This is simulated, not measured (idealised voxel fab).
voxel trench capacitor: a process module
160 nm wide, 5 nm square cells: that's cross-section cut.
In what follows, cross-sections appear as grids of square cells, described through bands that run from the top down, where every band is one or more rows of cells.
Band: top and bottom heights (nm) first, top before bottom; then materials from left to right, widths in nm. "everywhere" marks a sole material filling the band edge to edge. "air" denotes empty space.
Note: height 0 marks the level under which the wafer is uniformly one material as received. Lowest band unbounded below, written "0 nm and below".
When a width is written as two numbers, as in "30..40", the first number is the width in the top row of cells of the band and the second is the width in its bottom row, and the width changes by the same amount from each row to the next.
"nothing changed" -> step changed no cross-section cell.
Closed-off voids of 8+ cells (no open route to the top) go in "Voids, sealed", written width x height at distance from the left edge, in nm.
The remark found on a step's line after its settings is issued by the simulator itself and pertains to that step.
overlay nm, on a step with a mask: how far to the right of its planned place the mask lay; to the left if negative
**The following list gives the planned process steps**
- 1: RECEIVE, material Si
- 2: CONFORMAL_DEP, material SiN, thk nm 5
- 3: PATTERN, tone open, mask id TRENCH, material resist, width nm 15, pitch nm 40, thk nm 15, overlay nm 0
- 4: DIRECTIONAL_ETCH, etch materials SiN, depth nm 5
- 5: DIRECTIONAL_ETCH, etch materials Si, depth nm 25
- 6: STRIP, etch materials resist
- 7: CONFORMAL_DEP, material Al2O3, thk nm 5
- 8: CONFORMAL_DEP, material TiN, thk nm 5
- 9: FILL_DEP, material W, thk nm 5
- 10: CMP, height nm 5
Split variable: width nm, step 3. Plan value = first wafer. Wafers start alike.
**Received condition of the first of several wafers, sectioned: post-step 1**
  0 nm and below = Si everywhere
  Voids, sealed: none
**First of several wafers in cross-section at module end, following the final step, step 10**
  5 nm to 0 nm = SiN 50 nm | Al2O3 5 nm | TiN 5 nm | Al2O3 5 nm | SiN 25 nm | Al2O3 5 nm | TiN 5 nm | Al2O3 5 nm | SiN 55 nm
  0 nm to -20 nm = Si 50 nm | Al2O3 5 nm | TiN 5 nm | Al2O3 5 nm | Si 25 nm | Al2O3 5 nm | TiN 5 nm | Al2O3 5 nm | Si 55 nm
  -20 nm to -25 nm = Si 50 nm | Al2O3 15 nm | Si 25 nm | Al2O3 15 nm | Si 55 nm
  -25 nm and below = Si everywhere
  Voids, sealed: none
**End of module: cross-section, last of several wafers**
  5 nm to 0 nm = SiN 45 nm | Al2O3 5 nm | TiN 5 nm | W 5 nm | TiN 5 nm | Al2O3 5 nm | SiN 15 nm | Al2O3 5 nm | TiN 5 nm | W 5 nm | TiN 5 nm | Al2O3 5 nm | SiN 50 nm
  0 nm to -15 nm = Si 45 nm | Al2O3 5 nm | TiN 5 nm | W 5 nm | TiN 5 nm | Al2O3 5 nm | Si 15 nm | Al2O3 5 nm | TiN 5 nm | W 5 nm | TiN 5 nm | Al2O3 5 nm | Si 50 nm
  -15 nm to -20 nm = Si 45 nm | Al2O3 5 nm | TiN 15 nm | Al2O3 5 nm | Si 15 nm | Al2O3 5 nm | TiN 15 nm | Al2O3 5 nm | Si 50 nm
  -20 nm to -25 nm = Si 45 nm | Al2O3 25 nm | Si 15 nm | Al2O3 25 nm | Si 50 nm
  -25 nm and below = Si everywhere
  Voids, sealed: none
**The following table contains a row per wafer, in which are reported, at the conclusion of the module, the cells of each material gained (+) or lost (-) since the wafer's receipt, with its closed voids given thereafter**
width nm 15, +26 Al2O3, -30 Si, +26 SiN, +10 TiN, Voids, sealed: none
width nm 20, +28 Al2O3, -40 Si, +24 SiN, +20 TiN, Voids, sealed: none
width nm 25, +30 Al2O3, -50 Si, +22 SiN, +22 TiN, +8 W, Voids, sealed: none
